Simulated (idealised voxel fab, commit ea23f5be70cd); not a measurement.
The process module presented herein is designated voxel wiring stack.
The cross-section on display is named cut; it measures 230 nm wide, and its cells are 5 nm squares.
Bands, listed from the top down, are how a cross-section gets written in this document; the cross-section itself is a grid of square cells, and a band is one or more rows of them. Basically the band line says how high the top is and how high the bottom is, in nm, and then what's in it from left to right, every material with its width in nm. Empty space shows up as "air", and if a single material carries "full width" it runs the full band edge to edge. Counting heights begins at 0, where everything beneath is, in the wafer as received, one material. The lowest band has no bottom; it goes on downwards, as "z 0 and below" shows. The two numbers in a width such as "30 to 40" mark its ends across the band: the first belongs to the top row of cells, the second to the bottom row, and from each row to the next the width moves by the same amount. A step reported as "same as before" is a step in which no cell of the cross-section changed. So "Voids, sealed" is basically the list of trapped voids: any empty space of 8 cells or more that can't reach the top through an opening. They're written width x height at distance, the distance being from the left edge, and it's all nm. Where a step's line continues beyond its settings, the continuation is a remark by the simulator itself on that step. overlay nm: mask offset rightward from planned place, masked step; negative means leftward offset.

**Planned step list for the process**
| 1 | RECEIVE,material Si |
| 2 | CONFORMAL_DEP,material SiO2,thk nm 15 |
| 3 | DIRECTIONAL_DEP,material TiN,thk nm 5 |
| 4 | DIRECTIONAL_DEP,material W,thk nm 25 |
| 5 | DIRECTIONAL_DEP,material aC,thk nm 15 |
| 6 | PATTERN,tone cover,mask id METAL_1,material resist,width nm 25,pitch nm 40,thk nm 30,overlay nm 0 |
| 7 | DIRECTIONAL_ETCH,etch materials aC,depth nm 15 |
| 8 | STRIP,etch materials resist |
| 9 | DIRECTIONAL_ETCH,etch materials W,depth nm 25 |
| 10 | DIRECTIONAL_ETCH,etch materials TiN,depth nm 5 |
| 11 | STRIP,etch materials aC |
| 12 | FILL_DEP,material lowk,thk nm 5 |
| 13 | CMP,height nm 45 |
| 14 | CONFORMAL_DEP,material SiCN,thk nm 5 |
| 15 | DIRECTIONAL_DEP,material SiO2,thk nm 15 |
| 16 | DIRECTIONAL_DEP,material aC,thk nm 10 |
| 17 | PATTERN,tone open,mask id PLUG_1,material resist,width nm 15,pitch nm 80,thk nm 25,overlay nm 0 |
| 18 | DIRECTIONAL_ETCH,etch materials aC,depth nm 10 |
| 19 | STRIP,etch materials resist |
| 20 | DIRECTIONAL_ETCH,etch materials SiO2,depth nm 15 |
| 21 | DIRECTIONAL_ETCH,etch materials SiCN,depth nm 5 |
| 22 | STRIP,etch materials aC |
| 23 | EPI,material Ru,thk nm 10 |
| 24 | EPI,material Ru,thk nm 10 |
| 25 | DIRECTIONAL_DEP,material TiN,thk nm 5 |
| 26 | DIRECTIONAL_DEP,material W,thk nm 15 |
| 27 | MASKED_ETCH,tone cover,mask id METAL_2,width nm 25,pitch nm 40,etch materials W,depth nm 15,overlay nm 0 |
| 28 | MASKED_ETCH,tone cover,mask id METAL_2,width nm 25,pitch nm 40,etch materials TiN,depth nm 5,overlay nm 0 |
| 29 | CONFORMAL_DEP,material SiN,thk nm 5 |
| 30 | FILL_DEP,material SiO2,thk nm 5 |
| 31 | CMP,height nm 85 |
| 32 | CONFORMAL_DEP,material SiCN,thk nm 5 |
| 33 | DIRECTIONAL_DEP,material lowk,thk nm 25 |
| 34 | DIRECTIONAL_DEP,material aC,thk nm 15 |
| 35 | PATTERN,tone open,mask id METAL_3_HOLES,material resist,width nm 15,pitch nm 40,thk nm 35,overlay nm 0 |
| 36 | DIRECTIONAL_ETCH,etch materials aC,depth nm 15 |
| 37 | STRIP,etch materials resist |
| 38 | DIRECTIONAL_ETCH,etch materials lowk,depth nm 25 |
| 39 | STRIP,etch materials aC |
| 40 | DIRECTIONAL_DEP,material aC,thk nm 10 |
| 41 | PATTERN,tone open,mask id METAL_3,material resist,width nm 25,pitch nm 40,thk nm 25,overlay nm 0 |
| 42 | DIRECTIONAL_ETCH,etch materials aC,depth nm 10 |
| 43 | STRIP,etch materials resist |
| 44 | DIRECTIONAL_ETCH,etch materials lowk,depth nm 15 |
| 45 | DIRECTIONAL_ETCH,etch materials SiCN,depth nm 5 |
| 46 | STRIP,etch materials aC |
| 47 | CONFORMAL_DEP,material TiN,thk nm 5 |
| 48 | FILL_DEP,material Ru,thk nm 5 |
| 49 | CMP,height nm 115 |
| 50 | CONFORMAL_DEP,material SiCN,thk nm 5 |
| 51 | DIRECTIONAL_DEP,material lowk,thk nm 15 |
| 52 | PATTERN,tone open,mask id PLUG_3,material resist,width nm 15,pitch nm 80,thk nm 15,overlay nm 0 |
| 53 | DIRECTIONAL_ETCH,etch materials lowk,depth nm 15 |
| 54 | DIRECTIONAL_ETCH,etch materials SiCN,depth nm 5 |
| 55 | STRIP,etch materials resist |
| 56 | CONFORMAL_DEP,material TiN,thk nm 5 |
| 57 | FILL_DEP,material W,thk nm 5 |
| 58 | CMP,height nm 135 |
| 59 | DIRECTIONAL_DEP,material TiN,thk nm 5 |
| 60 | DIRECTIONAL_DEP,material W,thk nm 15 |
| 61 | PATTERN,tone cover,mask id METAL_4,material resist,width nm 25,pitch nm 40,thk nm 15,overlay nm 0 |
| 62 | DIRECTIONAL_ETCH,etch materials W,depth nm 15 |
| 63 | DIRECTIONAL_ETCH,etch materials TiN,depth nm 5 |
| 64 | STRIP,etch materials resist |
| 65 | FILL_DEP,material lowk,thk nm 10 |
| 66 | CMP,height nm 155 |
| 67 | CONFORMAL_DEP,material SiCN,thk nm 5 |

**Cross-section, incoming material, after step 1**
	z 0 and below = Si full width
	Voids, sealed: none

**Module complete, cross-section. Starting point and plan per above. One mistake made in running the module**
	z 160 to 155 = SiCN full width
	z 155 to 140 = lowk: 40, W: 25, lowk: 15, W: 25, lowk: 15, W: 25, lowk: 15, W: 25, lowk: 45
	z 140 to 135 = lowk: 40, TiN: 25, lowk: 15, TiN: 25, lowk: 15, TiN: 25, lowk: 15, TiN: 25, lowk: 45
	z 135 to 130 = lowk: 40, TiN: 5, W: 5, TiN: 5, lowk: 65, TiN: 5, W: 5, TiN: 5, lowk: 95
	z 130 to 125 = SiCN: 40, TiN: 15, SiCN: 65, TiN: 15, SiCN: 95
	z 125 to 115 = SiCN full width
	z 115 to 105 = lowk: 40, TiN: 5, Ru: 15, TiN: 5, lowk: 15, TiN: 5, Ru: 15, TiN: 5, lowk: 15, TiN: 5, Ru: 15, TiN: 5, lowk: 15, TiN: 5, Ru: 15, TiN: 5, lowk: 45
	z 105 to 100 = lowk: 40, TiN: 5, Ru: 5, TiN: 15, lowk: 15, TiN: 5, Ru: 5, TiN: 15, lowk: 15, TiN: 5, Ru: 5, TiN: 15, lowk: 15, TiN: 5, Ru: 5, TiN: 15, lowk: 45
	z 100 to 90 = lowk: 40, TiN: 5, Ru: 5, TiN: 5, lowk: 25, TiN: 5, Ru: 5, TiN: 5, lowk: 25, TiN: 5, Ru: 5, TiN: 5, lowk: 25, TiN: 5, Ru: 5, TiN: 5, lowk: 55
	z 90 to 85 = SiCN: 40, TiN: 15, SiCN: 25, TiN: 15, SiCN: 25, TiN: 15, SiCN: 25, TiN: 15, SiCN: 55
	z 85 to 70 = SiO2: 35, SiN: 5, W: 25, SiN: 5, SiO2: 5, SiN: 5, W: 25, SiN: 5, SiO2: 5, SiN: 5, W: 25, SiN: 5, SiO2: 5, SiN: 5, W: 25, SiN: 5, SiO2: 40
	z 70 to 65 = SiN: 40, TiN: 25, SiN: 15, TiN: 25, SiN: 15, TiN: 25, SiN: 15, TiN: 25, SiN: 45
	z 65 to 50 = SiO2: 40, Ru: 15, SiO2: 65, Ru: 15, SiO2: 95
	z 50 to 45 = SiCN: 40, Ru: 15, SiCN: 65, Ru: 15, SiCN: 95
	z 45 to 20 = lowk: 40, W: 25, lowk: 15, W: 25, lowk: 15, W: 25, lowk: 15, W: 25, lowk: 45
	z 20 to 15 = lowk: 40, TiN: 25, lowk: 15, TiN: 25, lowk: 15, TiN: 25, lowk: 15, TiN: 25, lowk: 45
	z 15 to 0 = SiO2 full width
	z 0 and below = Si full width
	Voids, sealed: none
Deviation from plan: step 50 ran as: CONFORMAL_DEP,material SiCN,thk nm 15
